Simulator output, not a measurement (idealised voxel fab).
Title: Process Module voxel self aligned contacts
Cross-sectional view cut (width: 300 nm; square cell size: 5 nm).
A cross-section is a grid of square cells, given in bands from the top down. A band is one or more rows of cells. The entry gives the band's vertical extent as a top height and a bottom height in nm, then its horizontal make-up as materials from left to right, each with a width in nm. "air" stands for empty space; a single material marked "edge to edge" fills the band edge to edge. Heights are measured from 0, the level below which the as-received wafer is all one material; the lowest band has no bottom and continues downward, written as in "0 and below". Width: "30->40" (first number = top row, second number = bottom row, same change from row to row of cells). Take "changes: none" at face value: in the step it is given for, the cross-section changed in none of its cells. "Non-vented voids" means: voids of 8 cells or more that are shut off from the top with no open way through. Written width x height at distance, distance from the left edge, in nm. On a step's line, text after the settings is the simulator commenting on that step. For masked steps, "overlay nm" on the step line gives how far right of plan the mask actually lay; a minus sign means it lay to the left.

## So here's the lineup of process steps we planned
1,RECEIVE: material Si
2,OXIDIZE: depth nm 5
3,DIRECTIONAL_DEP: material polySi, thk nm 25
4,DIRECTIONAL_DEP: material SiN, thk nm 25
5,PATTERN: tone cover, mask id GATE, material resist, width nm 25, pitch nm 65, thk nm 15, overlay nm 0
6,DIRECTIONAL_ETCH: etch materials SiN, depth nm 25
7,DIRECTIONAL_ETCH: etch materials polySi, depth nm 25
8,STRIP: etch materials resist
9,CONFORMAL_DEP: material SiN, thk nm 10
10,DIRECTIONAL_ETCH: etch materials SiN, depth nm 10
11,FILL_DEP: material SiO2, thk nm 15
12,CMP: height nm 60
13,MASKED_ETCH: tone open, mask id CONTACT, width nm 50, etch materials SiO2, depth nm 65, overlay nm 0
14,CONFORMAL_DEP: material TiN, thk nm 5
15,FILL_DEP: material Ru, thk nm 5
16,CMP: height nm 60
17,CONFORMAL_DEP: material SiCN, thk nm 5

## Shown in cross-section is the wafer as received, that is, as it stands after step 1
	0 and below = Si edge to edge
	Non-vented voids: none

## One mistake in running the module, otherwise start and plan as above: cross-section at the end
	65 down to 60 = SiCN edge to edge
	60 down to 55 = SiO2: 125, then TiN: 5, then Ru: 40, then TiN: 5, then SiO2: 125
	55 down to 50 = SiO2: 125, then TiN: 50, then SiO2: 125
	50 down to 25 = SiN: 115, then SiO2: 5, then SiN: 60, then SiO2: 5, then SiN: 115
	25 down to 0 = polySi: 105, then SiN: 10, then SiO2: 5, then SiN: 10, then polySi: 40, then SiN: 10, then SiO2: 5, then SiN: 10, then polySi: 105
	0 down to -5 = SiO2 edge to edge
	-5 and below = Si edge to edge
	Non-vented voids: none
Where did the run depart from the plan? heads up, step 5 didn't go per plan, it actually ran as PATTERN: tone open, mask id GATE, material resist, width nm 25, pitch nm 65, thk nm 15, overlay nm 0
